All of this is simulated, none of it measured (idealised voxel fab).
Name of the process module below: voxel gate over fins
Square cell edge 5 nm, section width 245 nm, ID cut.
Cross-section layout: square cells on a grid; listed as bands, top to bottom; a band spans one or more cell rows. For a band, the entry starts with two heights in nm, that of the top and then that of the bottom, and carries on with the band's materials in order from left to right, each alongside its width in nm; the word "everywhere" beside a single material means it fills the band edge to edge, and "air" means empty space. All heights in this document are referenced to 0, defined as the level beneath which the wafer, as received, consists entirely of one material. The lowest band is not bounded below; it extends indefinitely downward and is written in the form "0..down". A two-number width, for instance "30->40", indicates that the width is equal to the first number in the top row of the band and to the second number in the bottom row, and that it changes by a constant amount per row of cells. It should be understood that the words "nothing was modified", when stated for a given step, signify that the cross-section underwent no change in any of its cells during that step. "Closed cavity list" contains a list of empty spaces, each no smaller than 8 cells and without an open way to the top, written in the form width x height at distance with the distance from the left edge and all three in nm. Text after the settings on a step's line: the simulator's own remark on that step. When a step includes a mask, the "overlay nm" setting on its line states how far to the right of its planned place that mask lay, and negative values state how far to the left.

-- Listed below are the process steps as planned
1,RECEIVE: material Si
2,CONFORMAL_DEP: material SiN, thk nm 10
3,PATTERN: tone cover, mask id FINS, material resist, width nm 15, pitch nm 50, thk nm 15, overlay nm 0
4,DIRECTIONAL_ETCH: etch materials SiN, depth nm 10
5,DIRECTIONAL_ETCH: etch materials Si, depth nm 40
6,STRIP: etch materials resist
7,FILL_DEP: material SiO2, thk nm 10
8,CMP: height nm 10
9,PATTERN: tone open, mask id RAIL, material resist, width nm 15, thk nm 15, overlay nm 0
10,DIRECTIONAL_ETCH: etch materials SiO2, depth nm 45
11,STRIP: etch materials resist
12,CONFORMAL_DEP: material TiN, thk nm 5
13,FILL_DEP: material W, thk nm 10
14,CMP: height nm 10
15,SELECTIVE_ETCH: etch materials W Ru TiN, depth nm 30
16,FILL_DEP: material SiO2, thk nm 5
17,CMP: height nm 10
18,SELECTIVE_ETCH: etch materials SiO2, depth nm 20
19,STRIP: etch materials SiN
20,CONFORMAL_DEP: material HfO2, thk nm 5
21,CONFORMAL_DEP: material TiN, thk nm 5
22,CONFORMAL_DEP: material TiAl, thk nm 5
23,CONFORMAL_DEP: material TiN, thk nm 5
24,FILL_DEP: material W, thk nm 10
25,CMP: height nm 25
26,CONFORMAL_DEP: material SiN, thk nm 10

-- first wafer, as planned

-- Step 1 complete: cross-section of the wafer as received
  0..down  Si everywhere
  Closed cavity list: none

-- The wafer, seen in cross-section, after step 2
  10..0  SiN everywhere
  Unchanged below 0.

-- The wafer, seen in cross-section, after step 3
  25..10  air 65, then resist 15, then air 35, then resist 15, then air 35, then resist 15, then air 65
  Unchanged below 10.

-- The wafer, seen in cross-section, after step 4
  25..10  air 65, then resist 15, then air 35, then resist 15, then air 35, then resist 15, then air 65
  10..0  air 65, then SiN 15, then air 35, then SiN 15, then air 35, then SiN 15, then air 65
  Unchanged below 0.

-- The wafer, seen in cross-section, after step 5
  25..10  air 65, then resist 15, then air 35, then resist 15, then air 35, then resist 15, then air 65
  10..0  air 65, then SiN 15, then air 35, then SiN 15, then air 35, then SiN 15, then air 65
  0..-40  air 65, then Si 15, then air 35, then Si 15, then air 35, then Si 15, then air 65
  Unchanged below -40.

-- The wafer, seen in cross-section, after step 6
  10..0  air 65, then SiN 15, then air 35, then SiN 15, then air 35, then SiN 15, then air 65
  Unchanged below 0.

-- The wafer, seen in cross-section, after step 7
  20..10  SiO2 everywhere
  10..0  SiO2 65, then SiN 15, then SiO2 35, then SiN 15, then SiO2 35, then SiN 15, then SiO2 65
  0..-40  SiO2 65, then Si 15, then SiO2 35, then Si 15, then SiO2 35, then Si 15, then SiO2 65
  Unchanged below -40.

-- The wafer, seen in cross-section, after step 8
  10..0  SiO2 65, then SiN 15, then SiO2 35, then SiN 15, then SiO2 35, then SiN 15, then SiO2 65
  Unchanged below 0.

-- The wafer, seen in cross-section, after step 9
  25..10  resist 90, then air 15, then resist 140
  Unchanged below 10.

-- The wafer, seen in cross-section, after step 10
  25..10  resist 90, then air 15, then resist 140
  10..0  SiO2 65, then SiN 15, then SiO2 10, then air 15, then SiO2 10, then SiN 15, then SiO2 35, then SiN 15, then SiO2 65
  0..-35  SiO2 65, then Si 15, then SiO2 10, then air 15, then SiO2 10, then Si 15, then SiO2 35, then Si 15, then SiO2 65
  Unchanged below -35.

-- The wafer, seen in cross-section, after step 11
  10..0  SiO2 65, then SiN 15, then SiO2 10, then air 15, then SiO2 10, then SiN 15, then SiO2 35, then SiN 15, then SiO2 65
  Unchanged below 0.

-- The wafer, seen in cross-section, after step 12
  15..10  TiN 95, then air 5, then TiN 145
  10..0  SiO2 65, then SiN 15, then SiO2 10, then TiN 5, then air 5, then TiN 5, then SiO2 10, then SiN 15, then SiO2 35, then SiN 15, then SiO2 65
  0..-30  SiO2 65, then Si 15, then SiO2 10, then TiN 5, then air 5, then TiN 5, then SiO2 10, then Si 15, then SiO2 35, then Si 15, then SiO2 65
  -30..-35  SiO2 65, then Si 15, then SiO2 10, then TiN 15, then SiO2 10, then Si 15, then SiO2 35, then Si 15, then SiO2 65
  Unchanged below -35.

-- The wafer, seen in cross-section, after step 13
  25..15  W everywhere
  15..10  TiN 95, then W 5, then TiN 145
  10..0  SiO2 65, then SiN 15, then SiO2 10, then TiN 5, then W 5, then TiN 5, then SiO2 10, then SiN 15, then SiO2 35, then SiN 15, then SiO2 65
  0..-30  SiO2 65, then Si 15, then SiO2 10, then TiN 5, then W 5, then TiN 5, then SiO2 10, then Si 15, then SiO2 35, then Si 15, then SiO2 65
  Unchanged below -30.

-- The wafer, seen in cross-section, after step 14
  10..0  SiO2 65, then SiN 15, then SiO2 10, then TiN 5, then W 5, then TiN 5, then SiO2 10, then SiN 15, then SiO2 35, then SiN 15, then SiO2 65
  Unchanged below 0.

-- The wafer, seen in cross-section, after step 15
  10..0  SiO2 65, then SiN 15, then SiO2 10, then air 15, then SiO2 10, then SiN 15, then SiO2 35, then SiN 15, then SiO2 65
  0..-20  SiO2 65, then Si 15, then SiO2 10, then air 15, then SiO2 10, then Si 15, then SiO2 35, then Si 15, then SiO2 65
  Unchanged below -20.

-- The wafer, seen in cross-section, after step 16
  15..10  SiO2 everywhere
  10..0  SiO2 65, then SiN 15, then SiO2 35, then SiN 15, then SiO2 35, then SiN 15, then SiO2 65
  0..-20  SiO2 65, then Si 15, then SiO2 35, then Si 15, then SiO2 35, then Si 15, then SiO2 65
  Unchanged below -20.

-- The wafer, seen in cross-section, after step 17
  10..0  SiO2 65, then SiN 15, then SiO2 35, then SiN 15, then SiO2 35, then SiN 15, then SiO2 65
  Unchanged below 0.

-- The wafer, seen in cross-section, after step 18
  10..0  air 65, then SiN 15, then air 35, then SiN 15, then air 35, then SiN 15, then air 65
  0..-10  air 65, then Si 15, then air 35, then Si 15, then air 35, then Si 15, then air 65
  Unchanged below -10.

-- The wafer, seen in cross-section, after step 19
  0..-10  air 65, then Si 15, then air 35, then Si 15, then air 35, then Si 15, then air 65
  Unchanged below -10.

-- The wafer, seen in cross-section, after step 20
  5..0  air 60, then HfO2 25, then air 25, then HfO2 25, then air 25, then HfO2 25, then air 60
  0..-5  air 60, then HfO2 5, then Si 15, then HfO2 5, then air 25, then HfO2 5, then Si 15, then HfO2 5, then air 25, then HfO2 5, then Si 15, then HfO2 5, then air 60
  -5..-10  HfO2 65, then Si 15, then HfO2 35, then Si 15, then HfO2 35, then Si 15, then HfO2 65
  Unchanged below -10.

-- The wafer, seen in cross-section, after step 21
  10..5  air 55, then TiN 35, then air 15, then TiN 35, then air 15, then TiN 35, then air 55
  5..0  air 55, then TiN 5, then HfO2 25, then TiN 5, then air 15, then TiN 5, then HfO2 25, then TiN 5, then air 15, then TiN 5, then HfO2 25, then TiN 5, then air 55
  0..-5  TiN 60, then HfO2 5, then Si 15, then HfO2 5, then TiN 25, then HfO2 5, then Si 15, then HfO2 5, then TiN 25, then HfO2 5, then Si 15, then HfO2 5, then TiN 60
  Unchanged below -5.

-- The wafer, seen in cross-section, after step 22
  15..10  air 50, then TiAl 45, then air 5, then TiAl 45, then air 5, then TiAl 45, then air 50
  10..5  air 50, then TiAl 5, then TiN 35, then TiAl 5, then air 5, then TiAl 5, then TiN 35, then TiAl 5, then air 5, then TiAl 5, then TiN 35, then TiAl 5, then air 50
  5..0  TiAl 55, then TiN 5, then HfO2 25, then TiN 5, then TiAl 15, then TiN 5, then HfO2 25, then TiN 5, then TiAl 15, then TiN 5, then HfO2 25, then TiN 5, then TiAl 55
  Unchanged below 0.

-- The wafer, seen in cross-section, after step 23
  20..15  air 45, then TiN 155, then air 45
  15..10  air 45, then TiN 5, then TiAl 45, then TiN 5, then TiAl 45, then TiN 5, then TiAl 45, then TiN 5, then air 45
  10..5  TiN 50, then TiAl 5, then TiN 35, then TiAl 5, then TiN 5, then TiAl 5, then TiN 35, then TiAl 5, then TiN 5, then TiAl 5, then TiN 35, then TiAl 5, then TiN 50
  Unchanged below 5.

-- The wafer, seen in cross-section, after step 24
  30..20  W everywhere
  20..15  W 45, then TiN 155, then W 45
  15..10  W 45, then TiN 5, then TiAl 45, then TiN 5, then TiAl 45, then TiN 5, then TiAl 45, then TiN 5, then W 45
  Unchanged below 10.

-- The wafer, seen in cross-section, after step 25
  25..20  W everywhere
  Unchanged below 20.

-- The wafer, seen in cross-section, after step 26
  35..25  SiN everywhere
  Unchanged below 25.

-- Notes, second wafer: start = first wafer's, plan = first wafer's, execution had one mistake; history identical to first through step 25

-- Second wafer profile in section, at the moment step 26 of the plan was meant to be complete
  35..25  Ru everywhere
  Unchanged below 25.
Nonconformance to the process plan: heads up, step 26 didn't go per plan, it actually ran as CONFORMAL_DEP: material Ru, thk nm 10
Heads up, by the end the second wafer has more or fewer cells of some materials compared to the first: Ru +98, SiN -98
